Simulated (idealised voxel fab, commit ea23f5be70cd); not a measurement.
This section sets out a process module, namely voxel self aligned vias.
We display cut, a cross-section 270 nm in width whose square cells are each 5 nm.
Square cells in a grid make up a cross-section in this document, and the grid is given as bands, listed from the top down, each one or more rows of cells. A band entry consists of two parts. The first gives the height of the band's top and the height of its bottom, in nm. The rest lists the band's materials from left to right, each with its width in nm. A single material labelled with the word "edge to edge" fills the band from edge to edge, and the word "blank" marks empty space. Height reference: 0 = level under which incoming wafer is all one material. Lowest band: no bottom, runs on downward, e.g. "0..down". A width given as "30 to 40" starts at the first number in the band's top row and ends at the second number in its bottom row, shifting by an equal amount at every step from row to row. Where the words "nothing was modified" appear for a step, the cross-section shows no cell changed by that step; every cell remained as before. Each empty space that has no open way to the top and spans at least 8 cells appears under "Sealed void inventory" as width x height at distance, the distance counted from the left edge, all in nm. Text after the settings on a step's line: the simulator's own remark on that step. overlay nm: right-of-plan distance of the mask on a masked step; negative values mean left-of-plan.
The steps planned for the process are as follows
1: op RECEIVE | material Si
2: op CONFORMAL_DEP | material SiO2 | thk nm 15
3: op CONFORMAL_DEP | material SiCN | thk nm 5
4: op DIRECTIONAL_DEP | material SiO2 | thk nm 25
5: op MASKED_ETCH | tone open | mask id LINES | width nm 30 | pitch nm 80 | etch materials SiO2 | depth nm 25 | overlay nm 0
6: op CONFORMAL_DEP | material TiN | thk nm 5
7: op FILL_DEP | material W | thk nm 10
8: op CMP | height nm 45
9: op SELECTIVE_ETCH | etch materials W Ru TiN | depth nm 10
10: op FILL_DEP | material SiN | thk nm 10
11: op CMP | height nm 45
12: op DIRECTIONAL_DEP | material SiO2 | thk nm 15
13: op PATTERN | tone open | mask id VIAS | material resist | width nm 50 | pitch nm 80 | thk nm 20 | overlay nm 0
14: op DIRECTIONAL_ETCH | etch materials SiO2 | depth nm 15
15: op DIRECTIONAL_ETCH | etch materials SiN | depth nm 10
16: op STRIP | etch materials resist
17: op CONFORMAL_DEP | material TiN | thk nm 5
18: op FILL_DEP | material W | thk nm 10
19: op CMP | height nm 60
20: op CONFORMAL_DEP | material SiCN | thk nm 5
First wafer, as planned
Cross-section of the incoming wafer, state after step 1
0..down = Si edge to edge
Sealed void inventory: none
After step 2: wafer cross-section
15..0 = SiO2 edge to edge
Whatever lies below 0 is exactly as it was before.
After step 3: wafer cross-section
20..15 = SiCN edge to edge
Whatever lies below 15 is exactly as it was before.
After step 4: wafer cross-section
45..20 = SiO2 edge to edge
Whatever lies below 20 is exactly as it was before.
After step 5: wafer cross-section
45..20 = SiO2 80  blank 30  SiO2 50  blank 30  SiO2 80
Whatever lies below 20 is exactly as it was before.
After step 6: wafer cross-section
50..45 = TiN 85  blank 20  TiN 60  blank 20  TiN 85
45..25 = SiO2 80  TiN 5  blank 20  TiN 5  SiO2 50  TiN 5  blank 20  TiN 5  SiO2 80
25..20 = SiO2 80  TiN 30  SiO2 50  TiN 30  SiO2 80
Whatever lies below 20 is exactly as it was before.
After step 7: wafer cross-section
60..50 = W edge to edge
50..45 = TiN 85  W 20  TiN 60  W 20  TiN 85
45..25 = SiO2 80  TiN 5  W 20  TiN 5  SiO2 50  TiN 5  W 20  TiN 5  SiO2 80
Whatever lies below 25 is exactly as it was before.
After step 8: wafer cross-section
45..25 = SiO2 80  TiN 5  W 20  TiN 5  SiO2 50  TiN 5  W 20  TiN 5  SiO2 80
Whatever lies below 25 is exactly as it was before.
After step 9: wafer cross-section
45..35 = SiO2 80  blank 30  SiO2 50  blank 30  SiO2 80
Whatever lies below 35 is exactly as it was before.
After step 10: wafer cross-section
55..45 = SiN edge to edge
45..35 = SiO2 80  SiN 30  SiO2 50  SiN 30  SiO2 80
Whatever lies below 35 is exactly as it was before.
After step 11: wafer cross-section
45..35 = SiO2 80  SiN 30  SiO2 50  SiN 30  SiO2 80
Whatever lies below 35 is exactly as it was before.
After step 12: wafer cross-section
60..45 = SiO2 edge to edge
Whatever lies below 45 is exactly as it was before.
After step 13: wafer cross-section
80..60 = resist 70  blank 50  resist 30  blank 50  resist 70
Whatever lies below 60 is exactly as it was before.
After step 14: wafer cross-section
80..60 = resist 70  blank 50  resist 30  blank 50  resist 70
60..45 = SiO2 70  blank 50  SiO2 30  blank 50  SiO2 70
Whatever lies below 45 is exactly as it was before.
After step 15: wafer cross-section
80..60 = resist 70  blank 50  resist 30  blank 50  resist 70
60..45 = SiO2 70  blank 50  SiO2 30  blank 50  SiO2 70
45..35 = SiO2 80  blank 30  SiO2 50  blank 30  SiO2 80
Whatever lies below 35 is exactly as it was before.
After step 16: wafer cross-section
60..45 = SiO2 70  blank 50  SiO2 30  blank 50  SiO2 70
Whatever lies below 45 is exactly as it was before.
After step 17: wafer cross-section
65..60 = TiN 75  blank 40  TiN 40  blank 40  TiN 75
60..50 = SiO2 70  TiN 5  blank 40  TiN 5  SiO2 30  TiN 5  blank 40  TiN 5  SiO2 70
50..40 = SiO2 70 to 80  TiN 15 to 5  blank 20  TiN 15 to 5  SiO2 30 to 50  TiN 15 to 5  blank 20  TiN 15 to 5  SiO2 70 to 80
40..35 = SiO2 80  TiN 30  SiO2 50  TiN 30  SiO2 80
Whatever lies below 35 is exactly as it was before.
After step 18: wafer cross-section
75..65 = W edge to edge
65..60 = TiN 75  W 40  TiN 40  W 40  TiN 75
60..50 = SiO2 70  TiN 5  W 40  TiN 5  SiO2 30  TiN 5  W 40  TiN 5  SiO2 70
50..40 = SiO2 70 to 80  TiN 15 to 5  W 20  TiN 15 to 5  SiO2 30 to 50  TiN 15 to 5  W 20  TiN 15 to 5  SiO2 70 to 80
Whatever lies below 40 is exactly as it was before.
After step 19: wafer cross-section
60..50 = SiO2 70  TiN 5  W 40  TiN 5  SiO2 30  TiN 5  W 40  TiN 5  SiO2 70
Whatever lies below 50 is exactly as it was before.
After step 20: wafer cross-section
65..60 = SiCN edge to edge
Whatever lies below 60 is exactly as it was before.
Wafer two: like wafer one in start and plan, but with one mistake in execution; identical up to and including step 4
At the planned end of step 5, the second wafer in cross-section
45..20 = blank 80  SiO2 30  blank 50  SiO2 30  blank 80
Whatever lies below 20 is exactly as it was before.
At the planned end of step 6, the second wafer in cross-section
50..45 = blank 75  TiN 40  blank 40  TiN 40  blank 75
45..25 = blank 75  TiN 5  SiO2 30  TiN 5  blank 40  TiN 5  SiO2 30  TiN 5  blank 75
25..20 = TiN 80  SiO2 30  TiN 50  SiO2 30  TiN 80
Whatever lies below 20 is exactly as it was before.
At the planned end of step 7, the second wafer in cross-section
60..50 = W edge to edge
50..45 = W 75  TiN 40  W 40  TiN 40  W 75
45..25 = W 75  TiN 5  SiO2 30  TiN 5  W 40  TiN 5  SiO2 30  TiN 5  W 75
Whatever lies below 25 is exactly as it was before.
At the planned end of step 8, the second wafer in cross-section
45..25 = W 75  TiN 5  SiO2 30  TiN 5  W 40  TiN 5  SiO2 30  TiN 5  W 75
Whatever lies below 25 is exactly as it was before.
At the planned end of step 9, the second wafer in cross-section
45..35 = blank 80  SiO2 30  blank 50  SiO2 30  blank 80
Whatever lies below 35 is exactly as it was before.
At the planned end of step 10, the second wafer in cross-section
55..45 = SiN edge to edge
45..35 = SiN 80  SiO2 30  SiN 50  SiO2 30  SiN 80
Whatever lies below 35 is exactly as it was before.
At the planned end of step 11, the second wafer in cross-section
45..35 = SiN 80  SiO2 30  SiN 50  SiO2 30  SiN 80
Whatever lies below 35 is exactly as it was before.
At the planned end of step 12, the second wafer in cross-section
60..45 = SiO2 edge to edge
Whatever lies below 45 is exactly as it was before.
At the planned end of step 13, the second wafer in cross-section
80..60 = resist 70  blank 50  resist 30  blank 50  resist 70
Whatever lies below 60 is exactly as it was before.
At the planned end of step 14, the second wafer in cross-section
80..60 = resist 70  blank 50  resist 30  blank 50  resist 70
60..45 = SiO2 70  blank 50  SiO2 30  blank 50  SiO2 70
Whatever lies below 45 is exactly as it was before.
At the planned end of step 15, the second wafer in cross-section
80..60 = resist 70  blank 50  resist 30  blank 50  resist 70
60..45 = SiO2 70  blank 50  SiO2 30  blank 50  SiO2 70
45..35 = SiN 70  blank 10  SiO2 30  blank 10  SiN 30  blank 10  SiO2 30  blank 10  SiN 70
Whatever lies below 35 is exactly as it was before.
At the planned end of step 16, the second wafer in cross-section
60..45 = SiO2 70  blank 50  SiO2 30  blank 50  SiO2 70
Whatever lies below 45 is exactly as it was before.
At the planned end of step 17, the second wafer in cross-section
65..60 = TiN 75  blank 40  TiN 40  blank 40  TiN 75
60..50 = SiO2 70  TiN 5  blank 40  TiN 5  SiO2 30  TiN 5  blank 40  TiN 5  SiO2 70
50..45 = SiO2 70  TiN 50  SiO2 30  TiN 50  SiO2 70
45..35 = SiN 70  TiN 10  SiO2 30  TiN 10  SiN 30  TiN 10  SiO2 30  TiN 10  SiN 70
Whatever lies below 35 is exactly as it was before.
At the planned end of step 18, the second wafer in cross-section
75..65 = W edge to edge
65..60 = TiN 75  W 40  TiN 40  W 40  TiN 75
60..50 = SiO2 70  TiN 5  W 40  TiN 5  SiO2 30  TiN 5  W 40  TiN 5  SiO2 70
Whatever lies below 50 is exactly as it was before.
At the planned end of step 19, the second wafer in cross-section
60..50 = SiO2 70  TiN 5  W 40  TiN 5  SiO2 30  TiN 5  W 40  TiN 5  SiO2 70
Whatever lies below 50 is exactly as it was before.
At the planned end of step 20, the second wafer in cross-section
65..60 = SiCN edge to edge
Whatever lies below 60 is exactly as it was before.
So what did we get wrong on this run? note that step 5 departed from the planned setting and was carried out as op MASKED_ETCH | tone cover | mask id LINES | width nm 30 | pitch nm 80 | etch materials SiO2 | depth nm 25 | overlay nm 0
Final wafer comparison in cells, second versus first, more or fewer per material: SiN: 68 more | SiO2: 150 fewer | TiN: 38 more | W: 44 more
